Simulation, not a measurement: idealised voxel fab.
Proc. module: voxel quadruple lines
285 nm wide, 5 nm square cells: that's cross-section cut.
Each cross-section below is a grid of square cells, stated as bands in top-down order, with one or more rows of cells making up each band. For a band, the entry starts with two heights in nm, that of the top and then that of the bottom, and carries on with the band's materials in order from left to right, each alongside its width in nm; the word "full width" beside a single material means it fills the band edge to edge, and "blank" means empty space. We count height from 0. Below that, the starting wafer is all one material. The lowest band never ends at the bottom but goes on down; see "0 -> down" for how that is written. Top row gets the first number, bottom row gets the second, and each row in between changes by the same step: that is how a band width like "30..40" works. Take "no alterations made" at face value: in the step it is given for, the cross-section changed in none of its cells. Closed-off voids of 8+ cells (no open route to the top) go in "Closed void list", written width x height at distance from the left edge, in nm. If you see something after the settings on a step's line, that's the simulator's own remark about that step. overlay nm: how far to the right of its planned place the mask lay on this masked step (negative: to the left). In what follows, pairs of cross-sections are presented, each taken before and after one process step, with the after cross-section shown only down to the lowest band that was altered; the step, together with its settings, is stated below the pair. The pairs may stem from different runs of this module on the same starting wafer; accordingly, a pair should be taken as continuing from the one above it solely where its entry headed "Prior to step" indicates as much.
## Prior to step
- 0 -> down = Si full width
- Closed void list: none
## Sectional View, Post-Process
- 10 -> 0 = SiO2 full width
- Anything lower than 0 is untouched.
- Closed void list: none
Q: step between the cross-sections above? A: CONFORMAL_DEP with material SiO2, thk nm 10
Prior to step: starting point is the after cross-section of the pair just above.
## Sectional View, Post-Process
- 20 -> 10 = TiN full width
- Anything lower than 10 is untouched.
- Closed void list: none
Q: step between the cross-sections above? A: DIRECTIONAL_DEP with material TiN, thk nm 10
Prior to step: starting point is the after cross-section of the pair just above.
## Sectional View, Post-Process
- 35 -> 20 = polySi full width
- Anything lower than 20 is untouched.
- Closed void list: none
Q: step between the cross-sections above? A: DIRECTIONAL_DEP with material polySi, thk nm 15
Prior to step: starting point is the after cross-section of the pair just above.
## Sectional View, Post-Process
- 60 -> 35 = aC full width
- Anything lower than 35 is untouched.
- Closed void list: none
Q: step between the cross-sections above? A: DIRECTIONAL_DEP with material aC, thk nm 25
Prior to step: starting point is the after cross-section of the pair just above.
## Sectional View, Post-Process
- 95 -> 60 = 130 blank; 25 resist; 130 blank
- Anything lower than 60 is untouched.
- Closed void list: none
Q: step between the cross-sections above? A: PATTERN with tone cover, mask id MANDREL, material resist, width nm 25, thk nm 35, overlay nm 0
Prior to step: starting point is the after cross-section of the pair just above.
## Sectional View, Post-Process
- 70 -> 60 = 130 blank; 25 resist; 130 blank
- 60 -> 35 = 130 blank; 25 aC; 130 blank
- Anything lower than 35 is untouched.
- Closed void list: none
Q: step between the cross-sections above? A: DIRECTIONAL_ETCH with etch materials aC, depth nm 25
Prior to step: starting point is the after cross-section of the pair just above.
## Sectional View, Post-Process
- 60 -> 35 = 130 blank; 25 aC; 130 blank
- Anything lower than 35 is untouched.
- Closed void list: none
Q: step between the cross-sections above? A: STRIP with etch materials resist
Prior to step: starting point is the after cross-section of the pair just above.
## Sectional View, Post-Process
- 75 -> 60 = 115 blank; 55 SiO2; 115 blank
- 60 -> 50 = 115 blank; 15 SiO2; 25 aC; 15 SiO2; 115 blank
- 50 -> 35 = 130 SiO2; 25 aC; 130 SiO2
- Anything lower than 35 is untouched.
- Closed void list: none
Q: step between the cross-sections above? A: CONFORMAL_DEP with material SiO2, thk nm 15
Prior to step: starting point is the after cross-section of the pair just above.
## Sectional View, Post-Process
- 60 -> 35 = 115 blank; 15 SiO2; 25 aC; 15 SiO2; 115 blank
- Anything lower than 35 is untouched.
- Closed void list: none
Q: step between the cross-sections above? A: DIRECTIONAL_ETCH with etch materials SiO2, depth nm 15
Prior to step: starting point is the after cross-section of the pair just above.
## Sectional View, Post-Process
- 60 -> 35 = 115 blank; 15 SiO2; 25 blank; 15 SiO2; 115 blank
- Anything lower than 35 is untouched.
- Closed void list: none
Q: step between the cross-sections above? A: STRIP with etch materials aC
Prior to step: starting point is the after cross-section of the pair just above.
## Sectional View, Post-Process
- 60 -> 35 = 115 blank; 15 SiO2; 25 blank; 15 SiO2; 115 blank
- 35 -> 20 = 115 blank; 15 polySi; 25 blank; 15 polySi; 115 blank
- Anything lower than 20 is untouched.
- Closed void list: none
Q: step between the cross-sections above? A: DIRECTIONAL_ETCH with etch materials polySi, depth nm 15
Prior to step: starting point is the after cross-section of the pair just above.
## Sectional View, Post-Process
- 35 -> 20 = 115 blank; 15 polySi; 25 blank; 15 polySi; 115 blank
- Anything lower than 20 is untouched.
- Closed void list: none
Q: step between the cross-sections above? A: STRIP with etch materials SiO2
Prior to step: starting point is the after cross-section of the pair just above.
## Sectional View, Post-Process
- 40 -> 35 = 110 blank; 25 SiN; 15 blank; 25 SiN; 110 blank
- 35 -> 25 = 110 blank; 5 SiN; 15 polySi; 5 SiN; 15 blank; 5 SiN; 15 polySi; 5 SiN; 110 blank
- 25 -> 20 = 115 SiN; 15 polySi; 25 SiN; 15 polySi; 115 SiN
- Anything lower than 20 is untouched.
- Closed void list: none
Q: step between the cross-sections above? A: CONFORMAL_DEP with material SiN, thk nm 5
Prior to step: starting point is the after cross-section of the pair just above.
## Sectional View, Post-Process
- 35 -> 20 = 110 blank; 5 SiN; 15 polySi; 5 SiN; 15 blank; 5 SiN; 15 polySi; 5 SiN; 110 blank
- Anything lower than 20 is untouched.
- Closed void list: none
Q: step between the cross-sections above? A: DIRECTIONAL_ETCH with etch materials SiN, depth nm 5
Prior to step: starting point is the after cross-section of the pair just above.
## Sectional View, Post-Process
- 35 -> 20 = 110 blank; 5 SiN; 15 blank; 5 SiN; 15 blank; 5 SiN; 15 blank; 5 SiN; 110 blank
- Anything lower than 20 is untouched.
- Closed void list: none
Q: step between the cross-sections above? A: STRIP with etch materials polySi
Prior to step: starting point is the after cross-section of the pair just above.
## Sectional View, Post-Process
- 35 -> 20 = 110 blank; 5 SiN; 15 blank; 5 SiN; 15 blank; 5 SiN; 15 blank; 5 SiN; 110 blank
- 20 -> 10 = 110 blank; 5 TiN; 15 blank; 5 TiN; 15 blank; 5 TiN; 15 blank; 5 TiN; 110 blank
- Anything lower than 10 is untouched.
- Closed void list: none
Q: step between the cross-sections above? A: DIRECTIONAL_ETCH with etch materials TiN, depth nm 10
Prior to step: starting point is the after cross-section of the pair just above.
## Sectional View, Post-Process
- 20 -> 10 = 110 blank; 5 TiN; 15 blank; 5 TiN; 15 blank; 5 TiN; 15 blank; 5 TiN; 110 blank
- Anything lower than 10 is untouched.
- Closed void list: none
Q: step between the cross-sections above? A: STRIP with etch materials SiN
## Prior to step
- 0 -> down = Si full width
- Closed void list: none
## Sectional View, Post-Process
- 10 -> 0 = TiN full width
- Anything lower than 0 is untouched.
- Closed void list: none
Q: step between the cross-sections above? A: DIRECTIONAL_DEP with material TiN, thk nm 10
Prior to step: starting point is the after cross-section of the pair just above.
## Sectional View, Post-Process
- 25 -> 10 = polySi full width
- Anything lower than 10 is untouched.
- Closed void list: none
Q: step between the cross-sections above? A: DIRECTIONAL_DEP with material polySi, thk nm 15
Prior to step: starting point is the after cross-section of the pair just above.
## Sectional View, Post-Process
- 50 -> 25 = aC full width
- Anything lower than 25 is untouched.
- Closed void list: none
Q: step between the cross-sections above? A: DIRECTIONAL_DEP with material aC, thk nm 25
Prior to step: starting point is the after cross-section of the pair just above.
## Sectional View, Post-Process
- 85 -> 50 = 130 blank; 25 resist; 130 blank
- Anything lower than 50 is untouched.
- Closed void list: none
Q: step between the cross-sections above? A: PATTERN with tone cover, mask id MANDREL, material resist, width nm 25, thk nm 35, overlay nm 0
Prior to step: starting point is the after cross-section of the pair just above.
## Sectional View, Post-Process
- 60 -> 50 = 130 blank; 25 resist; 130 blank
- 50 -> 25 = 130 blank; 25 aC; 130 blank
- Anything lower than 25 is untouched.
- Closed void list: none
Q: step between the cross-sections above? A: DIRECTIONAL_ETCH with etch materials aC, depth nm 25
Prior to step: starting point is the after cross-section of the pair just above.
## Sectional View, Post-Process
- 50 -> 25 = 130 blank; 25 aC; 130 blank
- Anything lower than 25 is untouched.
- Closed void list: none
Q: step between the cross-sections above? A: STRIP with etch materials resist
Prior to step: starting point is the after cross-section of the pair just above.
## Sectional View, Post-Process
- 65 -> 50 = 115 blank; 55 SiO2; 115 blank
- 50 -> 40 = 115 blank; 15 SiO2; 25 aC; 15 SiO2; 115 blank
- 40 -> 25 = 130 SiO2; 25 aC; 130 SiO2
- Anything lower than 25 is untouched.
- Closed void list: none
Q: step between the cross-sections above? A: CONFORMAL_DEP with material SiO2, thk nm 15
Prior to step: starting point is the after cross-section of the pair just above.
## Sectional View, Post-Process
- 50 -> 25 = 115 blank; 15 SiO2; 25 aC; 15 SiO2; 115 blank
- Anything lower than 25 is untouched.
- Closed void list: none
Q: step between the cross-sections above? A: DIRECTIONAL_ETCH with etch materials SiO2, depth nm 15
Prior to step: starting point is the after cross-section of the pair just above.
## Sectional View, Post-Process
- 50 -> 25 = 115 blank; 15 SiO2; 25 blank; 15 SiO2; 115 blank
- Anything lower than 25 is untouched.
- Closed void list: none
Q: step between the cross-sections above? A: STRIP with etch materials aC
Prior to step: starting point is the after cross-section of the pair just above.
## Sectional View, Post-Process
- 50 -> 25 = 115 blank; 15 SiO2; 25 blank; 15 SiO2; 115 blank
- 25 -> 10 = 115 blank; 15 polySi; 25 blank; 15 polySi; 115 blank
- Anything lower than 10 is untouched.
- Closed void list: none
Q: step between the cross-sections above? A: DIRECTIONAL_ETCH with etch materials polySi, depth nm 15
Prior to step: starting point is the after cross-section of the pair just above.
## Sectional View, Post-Process
- 25 -> 10 = 115 blank; 15 polySi; 25 blank; 15 polySi; 115 blank
- Anything lower than 10 is untouched.
- Closed void list: none
Q: step between the cross-sections above? A: STRIP with etch materials SiO2
Prior to step: starting point is the after cross-section of the pair just above.
## Sectional View, Post-Process
- 30 -> 25 = 110 blank; 25 SiN; 15 blank; 25 SiN; 110 blank
- 25 -> 15 = 110 blank; 5 SiN; 15 polySi; 5 SiN; 15 blank; 5 SiN; 15 polySi; 5 SiN; 110 blank
- 15 -> 10 = 115 SiN; 15 polySi; 25 SiN; 15 polySi; 115 SiN
- Anything lower than 10 is untouched.
- Closed void list: none
Q: step between the cross-sections above? A: CONFORMAL_DEP with material SiN, thk nm 5
Prior to step: starting point is the after cross-section of the pair just above.
## Sectional View, Post-Process
- 25 -> 10 = 110 blank; 5 SiN; 15 polySi; 5 SiN; 15 blank; 5 SiN; 15 polySi; 5 SiN; 110 blank
- Anything lower than 10 is untouched.
- Closed void list: none
Q: step between the cross-sections above? A: DIRECTIONAL_ETCH with etch materials SiN, depth nm 5
Prior to step: starting point is the after cross-section of the pair just above.
## Sectional View, Post-Process
- 25 -> 10 = 110 blank; 5 SiN; 15 blank; 5 SiN; 15 blank; 5 SiN; 15 blank; 5 SiN; 110 blank
- Anything lower than 10 is untouched.
- Closed void list: none
Q: step between the cross-sections above? A: STRIP with etch materials polySi
Prior to step: starting point is the after cross-section of the pair just above.
## Sectional View, Post-Process
- 25 -> 10 = 110 blank; 5 SiN; 15 blank; 5 SiN; 15 blank; 5 SiN; 15 blank; 5 SiN; 110 blank
- 10 -> 0 = 110 blank; 5 TiN; 15 blank; 5 TiN; 15 blank; 5 TiN; 15 blank; 5 TiN; 110 blank
- Anything lower than 0 is untouched.
- Closed void list: none
Q: step between the cross-sections above? A: DIRECTIONAL_ETCH with etch materials TiN, depth nm 10
Prior to step: starting point is the after cross-section of the pair just above.
## Sectional View, Post-Process
- 10 -> 0 = 110 blank; 5 TiN; 15 blank; 5 TiN; 15 blank; 5 TiN; 15 blank; 5 TiN; 110 blank
- Anything lower than 0 is untouched.
- Closed void list: none
Q: step between the cross-sections above? A: STRIP with etch materials SiN
## Prior to step
- 10 -> 0 = SiO2 full width
- 0 -> down = Si full width
- Closed void list: none
## Sectional View, Post-Process
- 25 -> 10 = polySi full width
- Anything lower than 10 is untouched.
- Closed void list: none
Q: step between the cross-sections above? A: DIRECTIONAL_DEP with material polySi, thk nm 15
Prior to step: starting point is the after cross-section of the pair just above.
## Sectional View, Post-Process
- 35 -> 25 = TiN full width
- Anything lower than 25 is untouched.
- Closed void list: none
Q: step between the cross-sections above? A: DIRECTIONAL_DEP with material TiN, thk nm 10
Prior to step: starting point is the after cross-section of the pair just above.
## Sectional View, Post-Process
- 60 -> 35 = aC full width
- Anything lower than 35 is untouched.
- Closed void list: none
Q: step between the cross-sections above? A: DIRECTIONAL_DEP with material aC, thk nm 25
Prior to step: starting point is the after cross-section of the pair just above.
## Sectional View, Post-Process
- 95 -> 60 = 130 blank; 25 resist; 130 blank
- Anything lower than 60 is untouched.
- Closed void list: none
Q: step between the cross-sections above? A: PATTERN with tone cover, mask id MANDREL, material resist, width nm 25, thk nm 35, overlay nm 0
Prior to step: starting point is the after cross-section of the pair just above.
## Sectional View, Post-Process
- 70 -> 60 = 130 blank; 25 resist; 130 blank
- 60 -> 35 = 130 blank; 25 aC; 130 blank
- Anything lower than 35 is untouched.
- Closed void list: none
Q: step between the cross-sections above? A: DIRECTIONAL_ETCH with etch materials aC, depth nm 25
Prior to step: starting point is the after cross-section of the pair just above.
## Sectional View, Post-Process
- 60 -> 35 = 130 blank; 25 aC; 130 blank
- Anything lower than 35 is untouched.
- Closed void list: none
Q: step between the cross-sections above? A: STRIP with etch materials resist
Prior to step: starting point is the after cross-section of the pair just above.
## Sectional View, Post-Process
- 75 -> 60 = 115 blank; 55 SiO2; 115 blank
- 60 -> 50 = 115 blank; 15 SiO2; 25 aC; 15 SiO2; 115 blank
- 50 -> 35 = 130 SiO2; 25 aC; 130 SiO2
- Anything lower than 35 is untouched.
- Closed void list: none
Q: step between the cross-sections above? A: CONFORMAL_DEP with material SiO2, thk nm 15
Prior to step: starting point is the after cross-section of the pair just above.
## Sectional View, Post-Process
- 60 -> 35 = 115 blank; 15 SiO2; 25 aC; 15 SiO2; 115 blank
- Anything lower than 35 is untouched.
- Closed void list: none
Q: step between the cross-sections above? A: DIRECTIONAL_ETCH with etch materials SiO2, depth nm 15
Prior to step: starting point is the after cross-section of the pair just above.
## Sectional View, Post-Process
- 60 -> 35 = 115 blank; 15 SiO2; 25 blank; 15 SiO2; 115 blank
- Anything lower than 35 is untouched.
- Closed void list: none
Q: step between the cross-sections above? A: STRIP with etch materials aC
Prior to step: starting point is the after cross-section of the pair just above.
## Sectional View, Post-Process
- 35 -> 25 = TiN full width
- Anything lower than 25 is untouched.
- Closed void list: none
Q: step between the cross-sections above? A: STRIP with etch materials SiO2
Prior to step: starting point is the after cross-section of the pair just above.
## Sectional View, Post-Process
- 40 -> 35 = SiN full width
- Anything lower than 35 is untouched.
- Closed void list: none
Q: step between the cross-sections above? A: CONFORMAL_DEP with material SiN, thk nm 5
Prior to step: starting point is the after cross-section of the pair just above.
## Sectional View, Post-Process
- 35 -> 25 = TiN full width
- Anything lower than 25 is untouched.
- Closed void list: none
Q: step between the cross-sections above? A: DIRECTIONAL_ETCH with etch materials SiN, depth nm 5
Prior to step: starting point is the after cross-section of the pair just above.
## Sectional View, Post-Process
- 25 -> 10 = polySi full width
- Anything lower than 10 is untouched.
- Closed void list: none
Q: step between the cross-sections above? A: DIRECTIONAL_ETCH with etch materials TiN, depth nm 10
## Prior to step
- 10 -> 0 = SiO2 full width
- 0 -> down = Si full width
- Closed void list: none
## Sectional View, Post-Process
- 15 -> 10 = TiN full width
- Anything lower than 10 is untouched.
- Closed void list: none
Q: step between the cross-sections above? A: DIRECTIONAL_DEP with material TiN, thk nm 5
Prior to step: starting point is the after cross-section of the pair just above.
## Sectional View, Post-Process
- 30 -> 15 = polySi full width
- Anything lower than 15 is untouched.
- Closed void list: none
Q: step between the cross-sections above? A: DIRECTIONAL_DEP with material polySi, thk nm 15
Prior to step: starting point is the after cross-section of the pair just above.
## Sectional View, Post-Process
- 55 -> 30 = aC full width
- Anything lower than 30 is untouched.
- Closed void list: none
Q: step between the cross-sections above? A: DIRECTIONAL_DEP with material aC, thk nm 25
Prior to step: starting point is the after cross-section of the pair just above.
## Sectional View, Post-Process
- 90 -> 55 = 130 blank; 25 resist; 130 blank
- Anything lower than 55 is untouched.
- Closed void list: none
Q: step between the cross-sections above? A: PATTERN with tone cover, mask id MANDREL, material resist, width nm 25, thk nm 35, overlay nm 0
Prior to step: starting point is the after cross-section of the pair just above.
## Sectional View, Post-Process
- 65 -> 55 = 130 blank; 25 resist; 130 blank
- 55 -> 30 = 130 blank; 25 aC; 130 blank
- Anything lower than 30 is untouched.
- Closed void list: none
Q: step between the cross-sections above? A: DIRECTIONAL_ETCH with etch materials aC, depth nm 25
Prior to step: starting point is the after cross-section of the pair just above.
## Sectional View, Post-Process
- 55 -> 30 = 130 blank; 25 aC; 130 blank
- Anything lower than 30 is untouched.
- Closed void list: none
Q: step between the cross-sections above? A: STRIP with etch materials resist
Prior to step: starting point is the after cross-section of the pair just above.
## Sectional View, Post-Process
- 70 -> 55 = 115 blank; 55 SiO2; 115 blank
- 55 -> 45 = 115 blank; 15 SiO2; 25 aC; 15 SiO2; 115 blank
- 45 -> 30 = 130 SiO2; 25 aC; 130 SiO2
- Anything lower than 30 is untouched.
- Closed void list: none
Q: step between the cross-sections above? A: CONFORMAL_DEP with material SiO2, thk nm 15
Prior to step: starting point is the after cross-section of the pair just above.
## Sectional View, Post-Process
- 55 -> 30 = 115 blank; 15 SiO2; 25 aC; 15 SiO2; 115 blank
- Anything lower than 30 is untouched.
- Closed void list: none
Q: step between the cross-sections above? A: DIRECTIONAL_ETCH with etch materials SiO2, depth nm 15
Prior to step: starting point is the after cross-section of the pair just above.
## Sectional View, Post-Process
- 55 -> 30 = 115 blank; 15 SiO2; 25 blank; 15 SiO2; 115 blank
- Anything lower than 30 is untouched.
- Closed void list: none
Q: step between the cross-sections above? A: STRIP with etch materials aC
Prior to step: starting point is the after cross-section of the pair just above.
## Sectional View, Post-Process
- 55 -> 30 = 115 blank; 15 SiO2; 25 blank; 15 SiO2; 115 blank
- 30 -> 15 = 115 blank; 15 polySi; 25 blank; 15 polySi; 115 blank
- Anything lower than 15 is untouched.
- Closed void list: none
Q: step between the cross-sections above? A: DIRECTIONAL_ETCH with etch materials polySi, depth nm 15
Prior to step: starting point is the after cross-section of the pair just above.
## Sectional View, Post-Process
- 30 -> 15 = 115 blank; 15 polySi; 25 blank; 15 polySi; 115 blank
- Anything lower than 15 is untouched.
- Closed void list: none
Q: step between the cross-sections above? A: STRIP with etch materials SiO2
Prior to step: starting point is the after cross-section of the pair just above.
## Sectional View, Post-Process
- 35 -> 30 = 110 blank; 25 SiN; 15 blank; 25 SiN; 110 blank
- 30 -> 20 = 110 blank; 5 SiN; 15 polySi; 5 SiN; 15 blank; 5 SiN; 15 polySi; 5 SiN; 110 blank
- 20 -> 15 = 115 SiN; 15 polySi; 25 SiN; 15 polySi; 115 SiN
- Anything lower than 15 is untouched.
- Closed void list: none
Q: step between the cross-sections above? A: CONFORMAL_DEP with material SiN, thk nm 5
Prior to step: starting point is the after cross-section of the pair just above.
## Sectional View, Post-Process
- 30 -> 15 = 110 blank; 5 SiN; 15 polySi; 5 SiN; 15 blank; 5 SiN; 15 polySi; 5 SiN; 110 blank
- Anything lower than 15 is untouched.
- Closed void list: none
Q: step between the cross-sections above? A: DIRECTIONAL_ETCH with etch materials SiN, depth nm 5
Prior to step: starting point is the after cross-section of the pair just above.
## Sectional View, Post-Process
- 30 -> 15 = 110 blank; 5 SiN; 15 blank; 5 SiN; 15 blank; 5 SiN; 15 blank; 5 SiN; 110 blank
- Anything lower than 15 is untouched.
- Closed void list: none
Q: step between the cross-sections above? A: STRIP with etch materials polySi
Prior to step: starting point is the after cross-section of the pair just above.
## Sectional View, Post-Process
- 30 -> 15 = 110 blank; 5 SiN; 15 blank; 5 SiN; 15 blank; 5 SiN; 15 blank; 5 SiN; 110 blank
- 15 -> 10 = 110 blank; 5 TiN; 15 blank; 5 TiN; 15 blank; 5 TiN; 15 blank; 5 TiN; 110 blank
- Anything lower than 10 is untouched.
- Closed void list: none
Q: step between the cross-sections above? A: DIRECTIONAL_ETCH with etch materials TiN, depth nm 10
Prior to step: starting point is the after cross-section of the pair just above.
## Sectional View, Post-Process
- 15 -> 10 = 110 blank; 5 TiN; 15 blank; 5 TiN; 15 blank; 5 TiN; 15 blank; 5 TiN; 110 blank
- Anything lower than 10 is untouched.
- Closed void list: none
Q: step between the cross-sections above? A: STRIP with etch materials SiN
## Prior to step
- 60 -> 35 = aC full width
- 35 -> 20 = polySi full width
- 20 -> 10 = TiN full width
- 10 -> 0 = SiO2 full width
- 0 -> down = Si full width
- Closed void list: none
## Sectional View, Post-Process
- 95 -> 60 = 135 blank; 15 resist; 135 blank
- Anything lower than 60 is untouched.
- Closed void list: none
Q: step between the cross-sections above? A: PATTERN with tone cover, mask id MANDREL, material resist, width nm 15, thk nm 35, overlay nm 0
Prior to step: starting point is the after cross-section of the pair just above.
## Sectional View, Post-Process
- 70 -> 60 = 135 blank; 15 resist; 135 blank
- 60 -> 35 = 135 blank; 15 aC; 135 blank
- Anything lower than 35 is untouched.
- Closed void list: none
Q: step between the cross-sections above? A: DIRECTIONAL_ETCH with etch materials aC, depth nm 25
Prior to step: starting point is the after cross-section of the pair just above.
## Sectional View, Post-Process
- 60 -> 35 = 135 blank; 15 aC; 135 blank
- Anything lower than 35 is untouched.
- Closed void list: none
Q: step between the cross-sections above? A: STRIP with etch materials resist
Prior to step: starting point is the after cross-section of the pair just above.
## Sectional View, Post-Process
- 75 -> 60 = 120 blank; 45 SiO2; 120 blank
- 60 -> 50 = 120 blank; 15 SiO2; 15 aC; 15 SiO2; 120 blank
- 50 -> 35 = 135 SiO2; 15 aC; 135 SiO2
- Anything lower than 35 is untouched.
- Closed void list: none
Q: step between the cross-sections above? A: CONFORMAL_DEP with material SiO2, thk nm 15
Prior to step: starting point is the after cross-section of the pair just above.
## Sectional View, Post-Process
- 60 -> 35 = 120 blank; 15 SiO2; 15 aC; 15 SiO2; 120 blank
- Anything lower than 35 is untouched.
- Closed void list: none
Q: step between the cross-sections above? A: DIRECTIONAL_ETCH with etch materials SiO2, depth nm 15
Prior to step: starting point is the after cross-section of the pair just above.
## Sectional View, Post-Process
- 60 -> 35 = 120 blank; 15 SiO2; 15 blank; 15 SiO2; 120 blank
- Anything lower than 35 is untouched.
- Closed void list: none
Q: step between the cross-sections above? A: STRIP with etch materials aC
Prior to step: starting point is the after cross-section of the pair just above.
## Sectional View, Post-Process
- 60 -> 35 = 120 blank; 15 SiO2; 15 blank; 15 SiO2; 120 blank
- 35 -> 20 = 120 blank; 15 polySi; 15 blank; 15 polySi; 120 blank
- Anything lower than 20 is untouched.
- Closed void list: none
Q: step between the cross-sections above? A: DIRECTIONAL_ETCH with etch materials polySi, depth nm 15
Prior to step: starting point is the after cross-section of the pair just above.
## Sectional View, Post-Process
- 35 -> 20 = 120 blank; 15 polySi; 15 blank; 15 polySi; 120 blank
- Anything lower than 20 is untouched.
- Closed void list: none
Q: step between the cross-sections above? A: STRIP with etch materials SiO2
Prior to step: starting point is the after cross-section of the pair just above.
## Sectional View, Post-Process
- 40 -> 35 = 115 blank; 25 SiN; 5 blank; 25 SiN; 115 blank
- 35 -> 25 = 115 blank; 5 SiN; 15 polySi; 5 SiN; 5 blank; 5 SiN; 15 polySi; 5 SiN; 115 blank
- 25 -> 20 = 120 SiN; 15 polySi; 15 SiN; 15 polySi; 120 SiN
- Anything lower than 20 is untouched.
- Closed void list: none
Q: step between the cross-sections above? A: CONFORMAL_DEP with material SiN, thk nm 5
Prior to step: starting point is the after cross-section of the pair just above.
## Sectional View, Post-Process
- 35 -> 20 = 115 blank; 5 SiN; 15 polySi; 5 SiN; 5 blank; 5 SiN; 15 polySi; 5 SiN; 115 blank
- Anything lower than 20 is untouched.
- Closed void list: none
Q: step between the cross-sections above? A: DIRECTIONAL_ETCH with etch materials SiN, depth nm 5
Prior to step: starting point is the after cross-section of the pair just above.
## Sectional View, Post-Process
- 35 -> 20 = 115 blank; 5 SiN; 15 blank; 5 SiN; 5 blank; 5 SiN; 15 blank; 5 SiN; 115 blank
- Anything lower than 20 is untouched.
- Closed void list: none
Q: step between the cross-sections above? A: STRIP with etch materials polySi
Prior to step: starting point is the after cross-section of the pair just above.
## Sectional View, Post-Process
- 35 -> 20 = 115 blank; 5 SiN; 15 blank; 5 SiN; 5 blank; 5 SiN; 15 blank; 5 SiN; 115 blank
- 20 -> 10 = 115 blank; 5 TiN; 15 blank; 5 TiN; 5 blank; 5 TiN; 15 blank; 5 TiN; 115 blank
- Anything lower than 10 is untouched.
- Closed void list: none
Q: step between the cross-sections above? A: DIRECTIONAL_ETCH with etch materials TiN, depth nm 10
Prior to step: starting point is the after cross-section of the pair just above.
## Sectional View, Post-Process
- 20 -> 10 = 115 blank; 5 TiN; 15 blank; 5 TiN; 5 blank; 5 TiN; 15 blank; 5 TiN; 115 blank
- Anything lower than 10 is untouched.
- Closed void list: none
Q: step between the cross-sections above? A: STRIP with etch materials SiN
## Prior to step
- 60 -> 35 = aC full width
- 35 -> 20 = polySi full width
- 20 -> 10 = TiN full width
- 10 -> 0 = SiO2 full width
- 0 -> down = Si full width
- Closed void list: none
## Sectional View, Post-Process
- 95 -> 60 = 120 blank; 25 resist; 140 blank
- Anything lower than 60 is untouched.
- Closed void list: none
Q: step between the cross-sections above? A: PATTERN with tone cover, mask id MANDREL, material resist, width nm 25, thk nm 35, overlay nm -10
Prior to step: starting point is the after cross-section of the pair just above.
## Sectional View, Post-Process
- 70 -> 60 = 120 blank; 25 resist; 140 blank
- 60 -> 35 = 120 blank; 25 aC; 140 blank
- Anything lower than 35 is untouched.
- Closed void list: none
Q: step between the cross-sections above? A: DIRECTIONAL_ETCH with etch materials aC, depth nm 25
Prior to step: starting point is the after cross-section of the pair just above.
## Sectional View, Post-Process
- 60 -> 35 = 120 blank; 25 aC; 140 blank
- Anything lower than 35 is untouched.
- Closed void list: none
Q: step between the cross-sections above? A: STRIP with etch materials resist
Prior to step: starting point is the after cross-section of the pair just above.
## Sectional View, Post-Process
- 75 -> 60 = 105 blank; 55 SiO2; 125 blank
- 60 -> 50 = 105 blank; 15 SiO2; 25 aC; 15 SiO2; 125 blank
- 50 -> 35 = 120 SiO2; 25 aC; 140 SiO2
- Anything lower than 35 is untouched.
- Closed void list: none
Q: step between the cross-sections above? A: CONFORMAL_DEP with material SiO2, thk nm 15
Prior to step: starting point is the after cross-section of the pair just above.
## Sectional View, Post-Process
- 60 -> 35 = 105 blank; 15 SiO2; 25 aC; 15 SiO2; 125 blank
- Anything lower than 35 is untouched.
- Closed void list: none
Q: step between the cross-sections above? A: DIRECTIONAL_ETCH with etch materials SiO2, depth nm 15
Prior to step: starting point is the after cross-section of the pair just above.
## Sectional View, Post-Process
- 60 -> 35 = 105 blank; 15 SiO2; 25 blank; 15 SiO2; 125 blank
- Anything lower than 35 is untouched.
- Closed void list: none
Q: step between the cross-sections above? A: STRIP with etch materials aC
Prior to step: starting point is the after cross-section of the pair just above.
## Sectional View, Post-Process
- 60 -> 35 = 105 blank; 15 SiO2; 25 blank; 15 SiO2; 125 blank
- 35 -> 20 = 105 blank; 15 polySi; 25 blank; 15 polySi; 125 blank
- Anything lower than 20 is untouched.
- Closed void list: none
Q: step between the cross-sections above? A: DIRECTIONAL_ETCH with etch materials polySi, depth nm 15
Prior to step: starting point is the after cross-section of the pair just above.
## Sectional View, Post-Process
- 35 -> 20 = 105 blank; 15 polySi; 25 blank; 15 polySi; 125 blank
- Anything lower than 20 is untouched.
- Closed void list: none
Q: step between the cross-sections above? A: STRIP with etch materials SiO2
Prior to step: starting point is the after cross-section of the pair just above.
## Sectional View, Post-Process
- 40 -> 35 = 100 blank; 25 SiN; 15 blank; 25 SiN; 120 blank
- 35 -> 25 = 100 blank; 5 SiN; 15 polySi; 5 SiN; 15 blank; 5 SiN; 15 polySi; 5 SiN; 120 blank
- 25 -> 20 = 105 SiN; 15 polySi; 25 SiN; 15 polySi; 125 SiN
- Anything lower than 20 is untouched.
- Closed void list: none
Q: step between the cross-sections above? A: CONFORMAL_DEP with material SiN, thk nm 5
Prior to step: starting point is the after cross-section of the pair just above.
## Sectional View, Post-Process
- 35 -> 20 = 100 blank; 5 SiN; 15 polySi; 5 SiN; 15 blank; 5 SiN; 15 polySi; 5 SiN; 120 blank
- Anything lower than 20 is untouched.
- Closed void list: none
Q: step between the cross-sections above? A: DIRECTIONAL_ETCH with etch materials SiN, depth nm 5
Prior to step: starting point is the after cross-section of the pair just above.
## Sectional View, Post-Process
- 35 -> 20 = 100 blank; 5 SiN; 15 blank; 5 SiN; 15 blank; 5 SiN; 15 blank; 5 SiN; 120 blank
- Anything lower than 20 is untouched.
- Closed void list: none
Q: step between the cross-sections above? A: STRIP with etch materials polySi
Prior to step: starting point is the after cross-section of the pair just above.
## Sectional View, Post-Process
- 35 -> 20 = 100 blank; 5 SiN; 15 blank; 5 SiN; 15 blank; 5 SiN; 15 blank; 5 SiN; 120 blank
- 20 -> 10 = 100 blank; 5 TiN; 15 blank; 5 TiN; 15 blank; 5 TiN; 15 blank; 5 TiN; 120 blank
- Anything lower than 10 is untouched.
- Closed void list: none
Q: step between the cross-sections above? A: DIRECTIONAL_ETCH with etch materials TiN, depth nm 10
Prior to step: starting point is the after cross-section of the pair just above.
## Sectional View, Post-Process
- 20 -> 10 = 100 blank; 5 TiN; 15 blank; 5 TiN; 15 blank; 5 TiN; 15 blank; 5 TiN; 120 blank
- Anything lower than 10 is untouched.
- Closed void list: none
Q: step between the cross-sections above? A: STRIP with etch materials SiN
## Prior to step
- 0 -> down = Si full width
- Closed void list: none
## Sectional View, Post-Process
- 10 -> 0 = TiN full width
- Anything lower than 0 is untouched.
- Closed void list: none
Q: step between the cross-sections above? A: CONFORMAL_DEP with material TiN, thk nm 10
Prior to step: starting point is the after cross-section of the pair just above.
## Sectional View, Post-Process
- 20 -> 0 = TiN full width
- Anything lower than 0 is untouched.
- Closed void list: none
Q: step between the cross-sections above? A: DIRECTIONAL_DEP with material TiN, thk nm 10
Prior to step: starting point is the after cross-section of the pair just above.
## Sectional View, Post-Process
- 35 -> 20 = polySi full width
- Anything lower than 20 is untouched.
- Closed void list: none
Q: step between the cross-sections above? A: DIRECTIONAL_DEP with material polySi, thk nm 15
